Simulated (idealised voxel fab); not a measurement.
The process module presented herein is designated voxel spacer lines.
The cross-section shown here is cut; it is 290 nm wide and divided into square cells measuring 5 nm on a side.
Cross-section = grid of square cells, listed top down in bands; band = one or more rows.
Quick guide to a band line: top height, bottom height (nm) up front; then every material left to right with its width in nm. Only one material and it's marked "edge to edge"? Then it fills the band edge to edge. And "air" just means empty space.
Below 0: as-received wafer, all one material; heights counted from there. Lowest band: no bottom, goes on down, written "0 down".
With a width like "30..40", each row of cells in the band differs from the next by the same amount, the top row carrying the first number and the bottom row the second.
Basically "nothing got changed" means that step didn't change any cell in the cross-section.
Voids not open to the top, 8 cells minimum: see "Closed empty spaces". Written width x height at distance; distance is from the left edge; nm.
after a step's settings: what the simulator itself notes on the step
The setting "overlay nm" may be written on the line of a step. When the step uses a mask, the value reports how far to the right of the planned place the mask lay, and a negative value reports that it lay to the left.

Steps in the process plan
| 1 | RECEIVE | material Si |
| 2 | CONFORMAL_DEP | material Al2O3 | thk nm 10 |
| 3 | DIRECTIONAL_DEP | material W | thk nm 10 |
| 4 | DIRECTIONAL_DEP | material polySi | thk nm 30 |
| 5 | PATTERN | tone cover | mask id MANDREL | material resist | width nm 20 | pitch nm 60 | thk nm 40 | overlay nm 0 |
| 6 | DIRECTIONAL_ETCH | etch materials polySi | depth nm 30 |
| 7 | STRIP | etch materials resist |
| 8 | CONFORMAL_DEP | material SiN | thk nm 10 |
| 9 | DIRECTIONAL_ETCH | etch materials SiN | depth nm 10 |
| 10 | STRIP | etch materials polySi |
| 11 | DIRECTIONAL_ETCH | etch materials W | depth nm 10 |
| 12 | STRIP | etch materials SiN |

The first of two wafers, run as planned

Delivered wafer in cross-section: state after step 1
- 0 down  Si edge to edge
- Closed empty spaces: none

Wafer xsec, post step 2
- 10 to 0  Al2O3 edge to edge
- All layers under 0 are left as they were.

Wafer xsec, post step 3
- 20 to 10  W edge to edge
- All layers under 10 are left as they were.

Wafer xsec, post step 4
- 50 to 20  polySi edge to edge
- All layers under 20 are left as they were.

Wafer xsec, post step 5
- 90 to 50  air (105)  resist (20)  air (40)  resist (20)  air (105)
- All layers under 50 are left as they were.

Wafer xsec, post step 6
- 90 to 50  air (105)  resist (20)  air (40)  resist (20)  air (105)
- 50 to 20  air (105)  polySi (20)  air (40)  polySi (20)  air (105)
- All layers under 20 are left as they were.

Wafer xsec, post step 7
- 50 to 20  air (105)  polySi (20)  air (40)  polySi (20)  air (105)
- All layers under 20 are left as they were.

Wafer xsec, post step 8
- 60 to 50  air (95)  SiN (40)  air (20)  SiN (40)  air (95)
- 50 to 30  air (95)  SiN (10)  polySi (20)  SiN (10)  air (20)  SiN (10)  polySi (20)  SiN (10)  air (95)
- 30 to 20  SiN (105)  polySi (20)  SiN (40)  polySi (20)  SiN (105)
- All layers under 20 are left as they were.

Wafer xsec, post step 9
- 50 to 20  air (95)  SiN (10)  polySi (20)  SiN (10)  air (20)  SiN (10)  polySi (20)  SiN (10)  air (95)
- All layers under 20 are left as they were.

Wafer xsec, post step 10
- 50 to 20  air (95)  SiN (10)  air (20)  SiN (10)  air (20)  SiN (10)  air (20)  SiN (10)  air (95)
- All layers under 20 are left as they were.

Wafer xsec, post step 11
- 50 to 20  air (95)  SiN (10)  air (20)  SiN (10)  air (20)  SiN (10)  air (20)  SiN (10)  air (95)
- 20 to 10  air (95)  W (10)  air (20)  W (10)  air (20)  W (10)  air (20)  W (10)  air (95)
- All layers under 10 are left as they were.

Wafer xsec, post step 12
- 20 to 10  air (95)  W (10)  air (20)  W (10)  air (20)  W (10)  air (20)  W (10)  air (95)
- All layers under 10 are left as they were.

Regarding the second of the two wafers: it shared the first wafer's starting condition and process plan, yet one error occurred during its execution. Its history coincides with that of the first wafer up to and including step 5

Cross-sectional view of the second wafer at the intended end time of process step 6
- 90 to 50  air (105)  resist (20)  air (40)  resist (20)  air (105)
- 50 to 20  air (105)  polySi (20)  air (40)  polySi (20)  air (105)
- All layers under 20 are left as they were.

Cross-sectional view of the second wafer at the intended end time of process step 7
- 50 to 20  air (105)  polySi (20)  air (40)  polySi (20)  air (105)
- All layers under 20 are left as they were.

Cross-sectional view of the second wafer at the intended end time of process step 8
- 60 to 50  air (95)  SiN (40)  air (20)  SiN (40)  air (95)
- 50 to 30  air (95)  SiN (10)  polySi (20)  SiN (10)  air (20)  SiN (10)  polySi (20)  SiN (10)  air (95)
- 30 to 20  SiN (105)  polySi (20)  SiN (40)  polySi (20)  SiN (105)
- All layers under 20 are left as they were.

Cross-sectional view of the second wafer at the intended end time of process step 9
- 50 to 20  air (95)  SiN (10)  polySi (20)  SiN (10)  air (20)  SiN (10)  polySi (20)  SiN (10)  air (95)
- All layers under 20 are left as they were.

Cross-sectional view of the second wafer at the intended end time of process step 10
- 50 to 20  air (95)  SiN (10)  air (20)  SiN (10)  air (20)  SiN (10)  air (20)  SiN (10)  air (95)
- All layers under 20 are left as they were.

Cross-sectional view of the second wafer at the intended end time of process step 11
- 50 to 20  air (95)  SiN (10)  air (20)  SiN (10)  air (20)  SiN (10)  air (20)  SiN (10)  air (95)
- 20 to 10  air (95)  W (10)  air (20)  W (10)  air (20)  W (10)  air (20)  W (10)  air (95)
- All layers under 10 are left as they were.

Cross-sectional view of the second wafer at the intended end time of process step 12
- 20 to 10  air (95)  W (10)  air (20)  W (10)  air (20)  W (10)  air (20)  W (10)  air (95)
- All layers under 10 are left as they were.
Which mistake was made when the wafer was run? step 6 from the plan got run twice
The mistake has no effect on what this model computes, because the two wafers end with the same cross-section.
